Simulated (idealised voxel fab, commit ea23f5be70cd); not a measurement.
The following is a process module called voxel tone inversion.
The figure presents cross-section cut, which has a width of 160 nm and is divided into square cells with an edge length of 5 nm.
Throughout this document, each cross-section is represented as a grid of square cells and is presented as a sequence of bands enumerated from the top downward, where a band comprises one or more rows of cells.
In this notation a band is specified by the heights of its top and bottom, in that order and in nm, after which its materials appear from left to right, each paired with its width in nm. The word "everywhere" attached to a single material means that material fills the band from edge to edge; the word "blank" stands for empty space.
Counting heights begins at 0, where everything beneath is, in the wafer as received, one material. The lowest band has no bottom; it goes on downwards, as "0 down" shows.
Top row gets the first number, bottom row gets the second, and each row in between changes by the same step: that is how a band width like "30 to 40" works.
"nothing different" -> step changed no cross-section cell.
The entry titled "Trapped cavities" provides the empty spaces that have no open way to the top, restricted to those of 8 cells or more. Each is presented as width x height at distance, the distance being measured from the left edge, with all three in nm.
Whatever follows a step's settings on its line is a remark the simulator itself makes about that step.
"overlay nm" answers the question of how far to the right of plan the mask lay on a step that has a mask, and when it is negative the answer is to the left.

These are the steps we planned for the process
1) RECEIVE,material Si
2) CONFORMAL_DEP,material SiCN,thk nm 5
3) DIRECTIONAL_DEP,material aC,thk nm 15
4) PATTERN,tone cover,mask id POSTS,material resist,width nm 20,pitch nm 35,thk nm 25,overlay nm 0
5) DIRECTIONAL_ETCH,etch materials aC,depth nm 15
6) STRIP,etch materials resist
7) FILL_DEP,material SiO2,thk nm 10
8) CMP,height nm 20
9) STRIP,etch materials aC

First wafer out of two, processed as planned

As-received state of the wafer in cross-section, equivalent to post-step 1
> 0 down | Si everywhere
> Trapped cavities: none

Sectional view: wafer, after step 2
> 5 to 0 | SiCN everywhere
> At heights below 0, the structure remains unaltered.

Sectional view: wafer, after step 3
> 20 to 5 | aC everywhere
> At heights below 5, the structure remains unaltered.

Sectional view: wafer, after step 4
> 45 to 20 | blank=15 / resist=20 / blank=15 / resist=20 / blank=15 / resist=20 / blank=15 / resist=20 / blank=20
> At heights below 20, the structure remains unaltered.

Sectional view: wafer, after step 5
> 30 to 20 | blank=15 / resist=20 / blank=15 / resist=20 / blank=15 / resist=20 / blank=15 / resist=20 / blank=20
> 20 to 5 | blank=15 / aC=20 / blank=15 / aC=20 / blank=15 / aC=20 / blank=15 / aC=20 / blank=20
> At heights below 5, the structure remains unaltered.

Sectional view: wafer, after step 6
> 20 to 5 | blank=15 / aC=20 / blank=15 / aC=20 / blank=15 / aC=20 / blank=15 / aC=20 / blank=20
> At heights below 5, the structure remains unaltered.

Sectional view: wafer, after step 7
> 30 to 20 | SiO2 everywhere
> 20 to 5 | SiO2=15 / aC=20 / SiO2=15 / aC=20 / SiO2=15 / aC=20 / SiO2=15 / aC=20 / SiO2=20
> At heights below 5, the structure remains unaltered.

Sectional view: wafer, after step 8
> 20 to 5 | SiO2=15 / aC=20 / SiO2=15 / aC=20 / SiO2=15 / aC=20 / SiO2=15 / aC=20 / SiO2=20
> At heights below 5, the structure remains unaltered.

Sectional view: wafer, after step 9
> 20 to 5 | SiO2=15 / blank=20 / SiO2=15 / blank=20 / SiO2=15 / blank=20 / SiO2=15 / blank=20 / SiO2=20
> At heights below 5, the structure remains unaltered.

Wafer two: like wafer one in start and plan, but with one mistake in execution; identical up to and including step 7

Second wafer, cut view, end of step 8 per plan
> 20 to 5 | SiO2=15 / aC=20 / SiO2=15 / aC=20 / SiO2=15 / aC=20 / SiO2=15 / aC=20 / SiO2=20
> At heights below 5, the structure remains unaltered.

Second wafer, cut view, end of step 9 per plan
> 20 to 5 | SiO2=15 / blank=20 / SiO2=15 / blank=20 / SiO2=15 / blank=20 / SiO2=15 / blank=20 / SiO2=20
> At heights below 5, the structure remains unaltered.
Processing error: step 8 of the plan saw execution twice
Same final cross-section on the two wafers, so the model's numbers don't move because of the mistake.
